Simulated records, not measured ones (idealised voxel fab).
process module | voxel lift off
The cross-section on display is named cut; it measures 220 nm wide, and its cells are 5 nm squares.
Notation: cross-section as square-cell grid; stated in bands, top first, going down; one or more cell rows per band.
Basically the band line says how high the top is and how high the bottom is, in nm, and then what's in it from left to right, every material with its width in nm. Empty space shows up as "blank", and if a single material carries "everywhere" it runs the full band edge to edge.
For the purposes of this specification, 0 denotes the height below which the wafer in its as-received condition is composed wholly of one material, and the lowermost band, lacking a lower limit, extends downward without end, as expressed in "0 nm and below".
Width "30->40": first value at the band's top row of cells, second value at its bottom row, equal change from row to row.
Any step labelled "no modification" changed none of the cells in the cross-section.
Listed in "Completely enclosed voids": every empty space of 8 or more cells without an open way to the top. Form: width x height at distance, the distance being from the left edge, all in nm.
It should be noted that, on the line of a given step, the content following the step's settings is a remark produced by the simulator itself with respect to that step.
overlay nm: mask right of planned place by this much (step with mask). Neg. = left.
[Planned process steps]
- 1: RECEIVE | material Si
- 2: CONFORMAL_DEP | material SiO2 | thk nm 15
- 3: PATTERN | tone open | mask id LINES | material resist | width nm 15 | pitch nm 40 | thk nm 25 | overlay nm 0
- 4: DIRECTIONAL_DEP | material Ru | thk nm 10
- 5: STRIP | etch materials resist
- 6: CONFORMAL_DEP | material SiCN | thk nm 10
[First wafer out of two, processed as planned]
[As-received wafer cross-section (after step 1)]
> 0 nm and below  Si everywhere
> Completely enclosed voids: none
[Cross-section: wafer state after step 2]
> 15 nm to 0 nm  SiO2 everywhere
> Everything under 0 stays put, no change at all.
[Cross-section: wafer state after step 3]
> 40 nm to 15 nm  60 nm resist  15 nm blank  25 nm resist  15 nm blank  25 nm resist  15 nm blank  65 nm resist
> Everything under 15 stays put, no change at all.
[Cross-section: wafer state after step 4]
> 50 nm to 40 nm  60 nm Ru  15 nm blank  25 nm Ru  15 nm blank  25 nm Ru  15 nm blank  65 nm Ru
> 40 nm to 25 nm  60 nm resist  15 nm blank  25 nm resist  15 nm blank  25 nm resist  15 nm blank  65 nm resist
> 25 nm to 15 nm  60 nm resist  15 nm Ru  25 nm resist  15 nm Ru  25 nm resist  15 nm Ru  65 nm resist
> Everything under 15 stays put, no change at all.
[Cross-section: wafer state after step 5]
> 25 nm to 15 nm  60 nm blank  15 nm Ru  25 nm blank  15 nm Ru  25 nm blank  15 nm Ru  65 nm blank
> Everything under 15 stays put, no change at all.
[Cross-section: wafer state after step 6]
> 35 nm to 25 nm  50 nm blank  35 nm SiCN  5 nm blank  35 nm SiCN  5 nm blank  35 nm SiCN  55 nm blank
> 25 nm to 15 nm  60 nm SiCN  15 nm Ru  25 nm SiCN  15 nm Ru  25 nm SiCN  15 nm Ru  65 nm SiCN
> Everything under 15 stays put, no change at all.
[Here the second wafer is described. Its start and its plan were those of the first wafer. Its run contained one mistake. Up to and including step 5, it did exactly what the first wafer did]
[Second wafer, section view, time point: scheduled end of step 6]
> 35 nm to 25 nm  50 nm blank  35 nm Ru  5 nm blank  35 nm Ru  5 nm blank  35 nm Ru  55 nm blank
> 25 nm to 15 nm  Ru everywhere
> Everything under 15 stays put, no change at all.
Deviation from plan: step 6 off recipe, ran as CONFORMAL_DEP | material Ru | thk nm 10
Counted in cells at the end, the second wafer holds more or fewer of these materials than the first: 112 more of Ru | 112 fewer of SiCN
